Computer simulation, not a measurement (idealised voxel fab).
Herein follows the process module entitled voxel double patterning.
Section cut is 255 nm wide and gridded with 5 nm square cells.
A cross-section is a grid of square cells, given in bands from the top down. A band is one or more rows of cells.
Band: top height; bottom height; in nm. Then, left to right: material with width in nm, for each material. "all across": a single material spanning edge to edge. "blank": empty space.
Height is counted from the level 0, under which the received wafer is composed throughout of one material. The lowest of the bands is not closed at the bottom but continues downward, in the notation "top 0, no bottom".
Per-row width for "30 to 40": begins at first number (top row of band), ends at second number (bottom row), increment between rows held constant.
A step reported as "identical to before" is a step in which no cell of the cross-section changed.
So "Voids lacking openings" is basically the list of trapped voids: any empty space of 8 cells or more that can't reach the top through an opening. They're written width x height at distance, the distance being from the left edge, and it's all nm.
It should be noted that, on the line of a given step, the content following the step's settings is a remark produced by the simulator itself with respect to that step.
On any step carrying a mask, the "overlay nm" setting, if present on the step's line, tells how far right of its planned place the mask lay; negative values point to the left.
**Planned step list for the process**
1 RECEIVE | material Si
2 CONFORMAL_DEP | material SiO2 | thk nm 10
3 DIRECTIONAL_DEP | material polySi | thk nm 15
4 DIRECTIONAL_DEP | material SiCN | thk nm 5
5 PATTERN | tone open | mask id FIRST | material resist | width nm 15 | pitch nm 50 | thk nm 15 | overlay nm 0
6 DIRECTIONAL_ETCH | etch materials SiCN | depth nm 5
7 STRIP | etch materials resist
8 MASKED_ETCH | tone open | mask id SECOND | width nm 15 | etch materials SiCN | depth nm 5 | overlay nm -15
9 DIRECTIONAL_ETCH | etch materials polySi | depth nm 15
10 STRIP | etch materials SiCN
It is noted that the wafers described herein are identical at the outset and are distinguished by the overlay nm of step 8; the value stated in the plan corresponds to the first wafer.
**Cross-section, first of several wafers, as delivered after step 1**
top 0, no bottom: Si all across
Voids lacking openings: none
**Note: the following table is arranged by wafer, a row apiece. Each row reports the end-of-module state: per material, cells gained (+) or cells lost (-) compared with the wafer as received; closed voids follow**
overlay nm -15; +102 SiO2; +129 polySi; Voids lacking openings: none
overlay nm -10; +102 SiO2; +126 polySi; Voids lacking openings: none
overlay nm -5; +102 SiO2; +126 polySi; Voids lacking openings: none
overlay nm 0; +102 SiO2; +126 polySi; Voids lacking openings: none
overlay nm 5; +102 SiO2; +126 polySi; Voids lacking openings: none
overlay nm 10; +102 SiO2; +126 polySi; Voids lacking openings: none
overlay nm 15; +102 SiO2; +129 polySi; Voids lacking openings: none
